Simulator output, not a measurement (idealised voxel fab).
Process module name: voxel quadruple lines
Xsec cut, 285 nm wide, square cell size 5 nm.
Square cells in a grid make up a cross-section in this document, and the grid is given as bands, listed from the top down, each one or more rows of cells.
Heights first: top, then bottom, in nm. Then materials, left to right, each with a width in nm. "edge to edge" on a single material: fills the band edge to edge. "blank": empty space.
We count height from 0. Below that, the starting wafer is all one material. The lowest band never ends at the bottom but goes on down; see "from 0 down" for how that is written.
A two-number width, for instance "30..40", indicates that the width is equal to the first number in the top row of the band and to the second number in the bottom row, and that it changes by a constant amount per row of cells.
Where a step carries "no alteration", the cross-section came out of it unchanged, cell for cell.
If an empty space has no open way to the top and is at least 8 cells in size, "Unvented cavities" lists it, written width x height at distance, where distance is measured from the left edge and every value is in nm.
On each step's line, the part that comes after the settings is the simulator's own comment on the step.
"overlay nm" denotes, for a step that has a mask, the displacement of the mask to the right of its planned place, with negative values corresponding to the left.
-- Listed below are the process steps as planned
1) RECEIVE, material Si
2) CONFORMAL_DEP, material SiO2, thk nm 10
3) DIRECTIONAL_DEP, material W, thk nm 10
4) DIRECTIONAL_DEP, material polySi, thk nm 20
5) DIRECTIONAL_DEP, material aC, thk nm 20
6) PATTERN, tone cover, mask id MANDREL, material resist, width nm 30, pitch nm 80, thk nm 25, overlay nm 0
7) DIRECTIONAL_ETCH, etch materials aC, depth nm 20
8) STRIP, etch materials resist
9) CONFORMAL_DEP, material SiO2, thk nm 10
10) DIRECTIONAL_ETCH, etch materials SiO2, depth nm 10
11) STRIP, etch materials aC
12) DIRECTIONAL_ETCH, etch materials polySi, depth nm 20
13) STRIP, etch materials SiO2
14) CONFORMAL_DEP, material SiCN, thk nm 10
15) DIRECTIONAL_ETCH, etch materials SiCN, depth nm 10
16) STRIP, etch materials polySi
17) DIRECTIONAL_ETCH, etch materials W, depth nm 10
18) STRIP, etch materials SiCN
-- What follows covers the first of two wafers; it ran as planned
-- Cross-section, incoming material, after step 1
> from 0 down  Si edge to edge
> Unvented cavities: none
-- Once step 2 is through, the wafer looks like this in cross-section
> from 10 to 0  SiO2 edge to edge
> Whatever lies below 0 is exactly as it was before.
-- Once step 3 is through, the wafer looks like this in cross-section
> from 20 to 10  W edge to edge
> Whatever lies below 10 is exactly as it was before.
-- Once step 4 is through, the wafer looks like this in cross-section
> from 40 to 20  polySi edge to edge
> Whatever lies below 20 is exactly as it was before.
-- Once step 5 is through, the wafer looks like this in cross-section
> from 60 to 40  aC edge to edge
> Whatever lies below 40 is exactly as it was before.
-- Once step 6 is through, the wafer looks like this in cross-section
> from 85 to 60  85 blank, 30 resist, 50 blank, 30 resist, 90 blank
> Whatever lies below 60 is exactly as it was before.
-- Once step 7 is through, the wafer looks like this in cross-section
> from 65 to 60  85 blank, 30 resist, 50 blank, 30 resist, 90 blank
> from 60 to 40  85 blank, 30 aC, 50 blank, 30 aC, 90 blank
> Whatever lies below 40 is exactly as it was before.
-- Once step 8 is through, the wafer looks like this in cross-section
> from 60 to 40  85 blank, 30 aC, 50 blank, 30 aC, 90 blank
> Whatever lies below 40 is exactly as it was before.
-- Once step 9 is through, the wafer looks like this in cross-section
> from 70 to 60  75 blank, 50 SiO2, 30 blank, 50 SiO2, 80 blank
> from 60 to 50  75 blank, 10 SiO2, 30 aC, 10 SiO2, 30 blank, 10 SiO2, 30 aC, 10 SiO2, 80 blank
> from 50 to 40  85 SiO2, 30 aC, 50 SiO2, 30 aC, 90 SiO2
> Whatever lies below 40 is exactly as it was before.
-- Once step 10 is through, the wafer looks like this in cross-section
> from 60 to 40  75 blank, 10 SiO2, 30 aC, 10 SiO2, 30 blank, 10 SiO2, 30 aC, 10 SiO2, 80 blank
> Whatever lies below 40 is exactly as it was before.
-- Once step 11 is through, the wafer looks like this in cross-section
> from 60 to 40  75 blank, 10 SiO2, 30 blank, 10 SiO2, 30 blank, 10 SiO2, 30 blank, 10 SiO2, 80 blank
> Whatever lies below 40 is exactly as it was before.
-- Once step 12 is through, the wafer looks like this in cross-section
> from 60 to 40  75 blank, 10 SiO2, 30 blank, 10 SiO2, 30 blank, 10 SiO2, 30 blank, 10 SiO2, 80 blank
> from 40 to 20  75 blank, 10 polySi, 30 blank, 10 polySi, 30 blank, 10 polySi, 30 blank, 10 polySi, 80 blank
> Whatever lies below 20 is exactly as it was before.
-- Once step 13 is through, the wafer looks like this in cross-section
> from 40 to 20  75 blank, 10 polySi, 30 blank, 10 polySi, 30 blank, 10 polySi, 30 blank, 10 polySi, 80 blank
> Whatever lies below 20 is exactly as it was before.
-- Once step 14 is through, the wafer looks like this in cross-section
> from 50 to 40  65 blank, 30 SiCN, 10 blank, 30 SiCN, 10 blank, 30 SiCN, 10 blank, 30 SiCN, 70 blank
> from 40 to 30  65 blank, 10 SiCN, 10 polySi, 10 SiCN, 10 blank, 10 SiCN, 10 polySi, 10 SiCN, 10 blank, 10 SiCN, 10 polySi, 10 SiCN, 10 blank, 10 SiCN, 10 polySi, 10 SiCN, 70 blank
> from 30 to 20  75 SiCN, 10 polySi, 30 SiCN, 10 polySi, 30 SiCN, 10 polySi, 30 SiCN, 10 polySi, 80 SiCN
> Whatever lies below 20 is exactly as it was before.
-- Once step 15 is through, the wafer looks like this in cross-section
> from 40 to 20  65 blank, 10 SiCN, 10 polySi, 10 SiCN, 10 blank, 10 SiCN, 10 polySi, 10 SiCN, 10 blank, 10 SiCN, 10 polySi, 10 SiCN, 10 blank, 10 SiCN, 10 polySi, 10 SiCN, 70 blank
> Whatever lies below 20 is exactly as it was before.
-- Once step 16 is through, the wafer looks like this in cross-section
> from 40 to 20  65 blank, 10 SiCN, 10 blank, 10 SiCN, 10 blank, 10 SiCN, 10 blank, 10 SiCN, 10 blank, 10 SiCN, 10 blank, 10 SiCN, 10 blank, 10 SiCN, 10 blank, 10 SiCN, 70 blank
> Whatever lies below 20 is exactly as it was before.
-- Once step 17 is through, the wafer looks like this in cross-section
> from 40 to 20  65 blank, 10 SiCN, 10 blank, 10 SiCN, 10 blank, 10 SiCN, 10 blank, 10 SiCN, 10 blank, 10 SiCN, 10 blank, 10 SiCN, 10 blank, 10 SiCN, 10 blank, 10 SiCN, 70 blank
> from 20 to 10  65 blank, 10 W, 10 blank, 10 W, 10 blank, 10 W, 10 blank, 10 W, 10 blank, 10 W, 10 blank, 10 W, 10 blank, 10 W, 10 blank, 10 W, 70 blank
> Whatever lies below 10 is exactly as it was before.
-- Once step 18 is through, the wafer looks like this in cross-section
> from 20 to 10  65 blank, 10 W, 10 blank, 10 W, 10 blank, 10 W, 10 blank, 10 W, 10 blank, 10 W, 10 blank, 10 W, 10 blank, 10 W, 10 blank, 10 W, 70 blank
> Whatever lies below 10 is exactly as it was before.
-- It is to be noted that the second wafer proceeded from the same initial state and according to the same plan as the first, although one mistake was committed in its execution; through step 5, inclusive, the two wafers share an identical history
-- What the second wafer looks like in cross-section when step 6 should have wrapped up
> from 85 to 60  85 resist, 30 blank, 50 resist, 30 blank, 90 resist
> Whatever lies below 60 is exactly as it was before.
-- What the second wafer looks like in cross-section when step 7 should have wrapped up
> from 65 to 60  85 resist, 30 blank, 50 resist, 30 blank, 90 resist
> from 60 to 40  85 aC, 30 blank, 50 aC, 30 blank, 90 aC
> Whatever lies below 40 is exactly as it was before.
-- What the second wafer looks like in cross-section when step 8 should have wrapped up
> from 60 to 40  85 aC, 30 blank, 50 aC, 30 blank, 90 aC
> Whatever lies below 40 is exactly as it was before.
-- What the second wafer looks like in cross-section when step 9 should have wrapped up
> from 70 to 60  95 SiO2, 10 blank, 70 SiO2, 10 blank, 100 SiO2
> from 60 to 50  85 aC, 10 SiO2, 10 blank, 10 SiO2, 50 aC, 10 SiO2, 10 blank, 10 SiO2, 90 aC
> from 50 to 40  85 aC, 30 SiO2, 50 aC, 30 SiO2, 90 aC
> Whatever lies below 40 is exactly as it was before.
-- What the second wafer looks like in cross-section when step 10 should have wrapped up
> from 60 to 40  85 aC, 10 SiO2, 10 blank, 10 SiO2, 50 aC, 10 SiO2, 10 blank, 10 SiO2, 90 aC
> Whatever lies below 40 is exactly as it was before.
-- What the second wafer looks like in cross-section when step 11 should have wrapped up
> from 60 to 40  85 blank, 10 SiO2, 10 blank, 10 SiO2, 50 blank, 10 SiO2, 10 blank, 10 SiO2, 90 blank
> Whatever lies below 40 is exactly as it was before.
-- What the second wafer looks like in cross-section when step 12 should have wrapped up
> from 60 to 40  85 blank, 10 SiO2, 10 blank, 10 SiO2, 50 blank, 10 SiO2, 10 blank, 10 SiO2, 90 blank
> from 40 to 20  85 blank, 10 polySi, 10 blank, 10 polySi, 50 blank, 10 polySi, 10 blank, 10 polySi, 90 blank
> Whatever lies below 20 is exactly as it was before.
-- What the second wafer looks like in cross-section when step 13 should have wrapped up
> from 40 to 20  85 blank, 10 polySi, 10 blank, 10 polySi, 50 blank, 10 polySi, 10 blank, 10 polySi, 90 blank
> Whatever lies below 20 is exactly as it was before.
-- What the second wafer looks like in cross-section when step 14 should have wrapped up
> from 50 to 40  75 blank, 50 SiCN, 30 blank, 50 SiCN, 80 blank
> from 40 to 30  75 blank, 10 SiCN, 10 polySi, 10 SiCN, 10 polySi, 10 SiCN, 30 blank, 10 SiCN, 10 polySi, 10 SiCN, 10 polySi, 10 SiCN, 80 blank
> from 30 to 20  85 SiCN, 10 polySi, 10 SiCN, 10 polySi, 50 SiCN, 10 polySi, 10 SiCN, 10 polySi, 90 SiCN
> Whatever lies below 20 is exactly as it was before.
-- What the second wafer looks like in cross-section when step 15 should have wrapped up
> from 40 to 20  75 blank, 10 SiCN, 10 polySi, 10 SiCN, 10 polySi, 10 SiCN, 30 blank, 10 SiCN, 10 polySi, 10 SiCN, 10 polySi, 10 SiCN, 80 blank
> Whatever lies below 20 is exactly as it was before.
-- What the second wafer looks like in cross-section when step 16 should have wrapped up
> from 40 to 20  75 blank, 10 SiCN, 10 blank, 10 SiCN, 10 blank, 10 SiCN, 30 blank, 10 SiCN, 10 blank, 10 SiCN, 10 blank, 10 SiCN, 80 blank
> Whatever lies below 20 is exactly as it was before.
-- What the second wafer looks like in cross-section when step 17 should have wrapped up
> from 40 to 20  75 blank, 10 SiCN, 10 blank, 10 SiCN, 10 blank, 10 SiCN, 30 blank, 10 SiCN, 10 blank, 10 SiCN, 10 blank, 10 SiCN, 80 blank
> from 20 to 10  75 blank, 10 W, 10 blank, 10 W, 10 blank, 10 W, 30 blank, 10 W, 10 blank, 10 W, 10 blank, 10 W, 80 blank
> Whatever lies below 10 is exactly as it was before.
-- What the second wafer looks like in cross-section when step 18 should have wrapped up
> from 20 to 10  75 blank, 10 W, 10 blank, 10 W, 10 blank, 10 W, 30 blank, 10 W, 10 blank, 10 W, 10 blank, 10 W, 80 blank
> Whatever lies below 10 is exactly as it was before.
Want to know what went wrong? not per plan at step 6, really ran PATTERN, tone open, mask id MANDREL, material resist, width nm 30, pitch nm 80, thk nm 25, overlay nm 0
Counted in cells at the end, the second wafer holds more or fewer of these materials than the first: W -8
